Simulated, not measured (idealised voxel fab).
process module | voxel transistor to metal
cross-section cut | 290 nm wide | cells 5 nm
A cross-section is a grid of square cells, given in bands from the top down. A band is one or more rows of cells.
Each band's line starts with the height of the band's top and of its bottom, in nm. Then come its materials from left to right, each with its width in nm. One material with "throughout" fills the band from edge to edge. "air" is empty space.
Height 0 is the level under which the wafer as received is all one material. The lowest band goes on downwards, as in "0 down".
A width such as "30 to 40" changes by the same amount from each row of cells to the next, from the band's top row to its bottom row.
"no change" after a step means that no cell of the cross-section changed.
closed voids: empty space of 8 cells or more with no open way to the top, each as width x height at its distance from the left edge, in nm
after a step's settings: what the simulator itself notes on the step
overlay nm, on a step with a mask: how far to the right of its planned place the mask lay; to the left if negative
plan
1 op RECEIVE | material Si
2 op OXIDIZE | depth nm 5
3 op CONFORMAL_DEP | material SiN | thk nm 10
4 op PATTERN | tone cover | mask id ACTIVE | material resist | width nm 115 | pitch nm 140 | thk nm 15 | overlay nm 0
5 op DIRECTIONAL_ETCH | etch materials SiN | depth nm 10
6 op DIRECTIONAL_ETCH | etch materials SiO2 | depth nm 5
7 op DIRECTIONAL_ETCH | etch materials Si | depth nm 20
8 op STRIP | etch materials resist
9 op FILL_DEP | material SiO2 | thk nm 10
10 op CMP | height nm 10
11 op SELECTIVE_ETCH | etch materials SiO2 | depth nm 5
12 op STRIP | etch materials SiN
13 op SELECTIVE_ETCH | etch materials SiO2 | depth nm 5
14 op OXIDIZE | depth nm 5
15 op DIRECTIONAL_DEP | material polySi | thk nm 30
16 op DIRECTIONAL_DEP | material SiCN | thk nm 15
17 op DIRECTIONAL_DEP | material aC | thk nm 10
18 op PATTERN | tone cover | mask id GATE | material resist | width nm 25 | pitch nm 140 | thk nm 25 | overlay nm 0
19 op DIRECTIONAL_ETCH | etch materials aC | depth nm 10
20 op STRIP | etch materials resist
21 op DIRECTIONAL_ETCH | etch materials SiCN | depth nm 25
22 op DIRECTIONAL_ETCH | etch materials polySi | depth nm 40
23 op STRIP | etch materials aC
24 op CONFORMAL_DEP | material SiO2 | thk nm 5
25 op DIRECTIONAL_ETCH | etch materials SiO2 | depth nm 5
26 op CONFORMAL_DEP | material SiN | thk nm 10
27 op DIRECTIONAL_ETCH | etch materials SiN | depth nm 10
28 op DIRECTIONAL_ETCH | etch materials SiO2 | depth nm 5
29 op DIRECTIONAL_ETCH | etch materials Si | depth nm 15
30 op EPI | material SiGe | thk nm 15
31 op FILL_DEP | material SiO2 | thk nm 5
32 op CMP | height nm 40
33 op DIRECTIONAL_DEP | material SiO2 | thk nm 15
34 op MASKED_ETCH | tone open | mask id CONTACT | width nm 30 | etch materials SiO2 | depth nm 50 | overlay nm 0
35 op CONFORMAL_DEP | material TiN | thk nm 5
36 op FILL_DEP | material W | thk nm 5
37 op CMP | height nm 55
38 op CONFORMAL_DEP | material SiN | thk nm 5
39 op DIRECTIONAL_DEP | material lowk | thk nm 15
40 op MASKED_ETCH | tone open | mask id METAL_1 | width nm 20 | etch materials lowk | depth nm 15 | overlay nm 0
41 op MASKED_ETCH | tone open | mask id METAL_1 | width nm 20 | etch materials SiN | depth nm 5 | overlay nm 0
42 op CONFORMAL_DEP | material TiN | thk nm 5
43 op FILL_DEP | material Cu | thk nm 10
44 op CMP | height nm 75
45 op EPI | material Ru | thk nm 5
46 op FILL_DEP | material SiCN | thk nm 5
as received, after step 1
  0 down: Si throughout
  closed voids: none
first wafer at the end, as planned
  85 to 80: SiCN throughout
  80 to 75: SiCN 20 | Ru 30 | SiCN 45 | Ru 30 | SiCN 35 | Ru 30 | SiCN 45 | Ru 30 | SiCN 25
  75 to 60: lowk 25 | TiN 5 | Cu 10 | TiN 5 | lowk 55 | TiN 5 | Cu 10 | TiN 5 | lowk 45 | TiN 5 | Cu 10 | TiN 5 | lowk 55 | TiN 5 | Cu 10 | TiN 5 | lowk 30
  60 to 55: SiN 25 | TiN 20 | SiN 55 | TiN 20 | SiN 45 | TiN 20 | SiN 55 | TiN 20 | SiN 30
  55 to 45: SiO2 25 | TiN 5 | W 20 | TiN 5 | SiO2 35 | TiN 5 | W 20 | TiN 5 | SiO2 45 | TiN 5 | W 20 | TiN 5 | SiO2 35 | TiN 5 | W 20 | TiN 5 | SiO2 30
  45 to 40: SiO2 25 | TiN 5 | W 10 | TiN 15 | SiO2 35 | TiN 15 | W 10 | TiN 5 | SiO2 45 | TiN 5 | W 10 | TiN 15 | SiO2 35 | TiN 15 | W 10 | TiN 5 | SiO2 30
  40 to 25: SiO2 25 | TiN 5 | W 10 | TiN 5 | SiN 10 | SiO2 5 | SiCN 25 | SiO2 5 | SiN 10 | TiN 5 | W 10 | TiN 5 | SiO2 45 | TiN 5 | W 10 | TiN 5 | SiN 10 | SiO2 5 | SiCN 25 | SiO2 5 | SiN 10 | TiN 5 | W 10 | TiN 5 | SiO2 30
  25 to 10: SiO2 25 | TiN 5 | W 10 | TiN 5 | SiN 10 | SiO2 5 | polySi 25 | SiO2 5 | SiN 10 | TiN 5 | W 10 | TiN 5 | SiO2 45 | TiN 5 | W 10 | TiN 5 | SiN 10 | SiO2 5 | polySi 25 | SiO2 5 | SiN 10 | TiN 5 | W 10 | TiN 5 | SiO2 30
  10 to 5: SiO2 25 | TiN 20 | SiN 10 | SiO2 5 | polySi 25 | SiO2 5 | SiN 10 | TiN 20 | SiO2 45 | TiN 20 | SiN 10 | SiO2 5 | polySi 25 | SiO2 5 | SiN 10 | TiN 20 | SiO2 30
  5 to 0: SiO2 20 | SiGe 25 | SiN 10 | SiO2 5 | polySi 25 | SiO2 5 | SiN 10 | SiGe 25 | SiO2 35 | SiGe 25 | SiN 10 | SiO2 5 | polySi 25 | SiO2 5 | SiN 10 | SiGe 25 | SiO2 25
  0 to -5: SiO2 15 | SiN 10 | SiGe 20 | SiN 10 | SiO2 5 | polySi 25 | SiO2 5 | SiN 10 | SiGe 20 | SiN 10 | SiO2 25 | SiN 10 | SiGe 20 | SiN 10 | SiO2 5 | polySi 25 | SiO2 5 | SiN 10 | SiGe 20 | SiN 10 | SiO2 20
  -5 to -10: SiO2 25 | SiGe 20 | SiO2 55 | SiGe 20 | SiO2 45 | SiGe 20 | SiO2 55 | SiGe 20 | SiO2 30
  -10 to -25: SiO2 15 | Si 10 | SiGe 20 | Si 55 | SiGe 20 | Si 10 | SiO2 25 | Si 10 | SiGe 20 | Si 55 | SiGe 20 | Si 10 | SiO2 20
  -25 down: Si throughout
  closed voids: none
second wafer at the end: like start, like plan, one mistake
  85 to 80: SiCN throughout
  80 to 75: SiCN 20 | Ru 30 | SiCN 45 | Ru 30 | SiCN 35 | Ru 30 | SiCN 45 | Ru 30 | SiCN 25
  75 to 70: SiN 25 | TiN 20 | SiN 55 | TiN 20 | SiN 45 | TiN 20 | SiN 55 | TiN 20 | SiN 30
  70 to 55: lowk throughout
  55 to 45: SiO2 25 | TiN 5 | W 20 | TiN 5 | SiO2 35 | TiN 5 | W 20 | TiN 5 | SiO2 45 | TiN 5 | W 20 | TiN 5 | SiO2 35 | TiN 5 | W 20 | TiN 5 | SiO2 30
  45 to 40: SiO2 25 | TiN 5 | W 10 | TiN 15 | SiO2 35 | TiN 15 | W 10 | TiN 5 | SiO2 45 | TiN 5 | W 10 | TiN 15 | SiO2 35 | TiN 15 | W 10 | TiN 5 | SiO2 30
  40 to 25: SiO2 25 | TiN 5 | W 10 | TiN 5 | SiN 10 | SiO2 5 | SiCN 25 | SiO2 5 | SiN 10 | TiN 5 | W 10 | TiN 5 | SiO2 45 | TiN 5 | W 10 | TiN 5 | SiN 10 | SiO2 5 | SiCN 25 | SiO2 5 | SiN 10 | TiN 5 | W 10 | TiN 5 | SiO2 30
  25 to 10: SiO2 25 | TiN 5 | W 10 | TiN 5 | SiN 10 | SiO2 5 | polySi 25 | SiO2 5 | SiN 10 | TiN 5 | W 10 | TiN 5 | SiO2 45 | TiN 5 | W 10 | TiN 5 | SiN 10 | SiO2 5 | polySi 25 | SiO2 5 | SiN 10 | TiN 5 | W 10 | TiN 5 | SiO2 30
  10 to 5: SiO2 25 | TiN 20 | SiN 10 | SiO2 5 | polySi 25 | SiO2 5 | SiN 10 | TiN 20 | SiO2 45 | TiN 20 | SiN 10 | SiO2 5 | polySi 25 | SiO2 5 | SiN 10 | TiN 20 | SiO2 30
  5 to 0: SiO2 20 | SiGe 25 | SiN 10 | SiO2 5 | polySi 25 | SiO2 5 | SiN 10 | SiGe 25 | SiO2 35 | SiGe 25 | SiN 10 | SiO2 5 | polySi 25 | SiO2 5 | SiN 10 | SiGe 25 | SiO2 25
  0 to -5: SiO2 15 | SiN 10 | SiGe 20 | SiN 10 | SiO2 5 | polySi 25 | SiO2 5 | SiN 10 | SiGe 20 | SiN 10 | SiO2 25 | SiN 10 | SiGe 20 | SiN 10 | SiO2 5 | polySi 25 | SiO2 5 | SiN 10 | SiGe 20 | SiN 10 | SiO2 20
  -5 to -10: SiO2 25 | SiGe 20 | SiO2 55 | SiGe 20 | SiO2 45 | SiGe 20 | SiO2 55 | SiGe 20 | SiO2 30
  -10 to -25: SiO2 15 | Si 10 | SiGe 20 | Si 55 | SiGe 20 | Si 10 | SiO2 25 | Si 10 | SiGe 20 | Si 55 | SiGe 20 | Si 10 | SiO2 20
  -25 down: Si throughout
  closed voids: none
what went wrong: steps 38 and 39 were swapped
at the end the second wafer has, in cells: 24 fewer of Cu | 24 fewer of TiN | 48 more of lowk
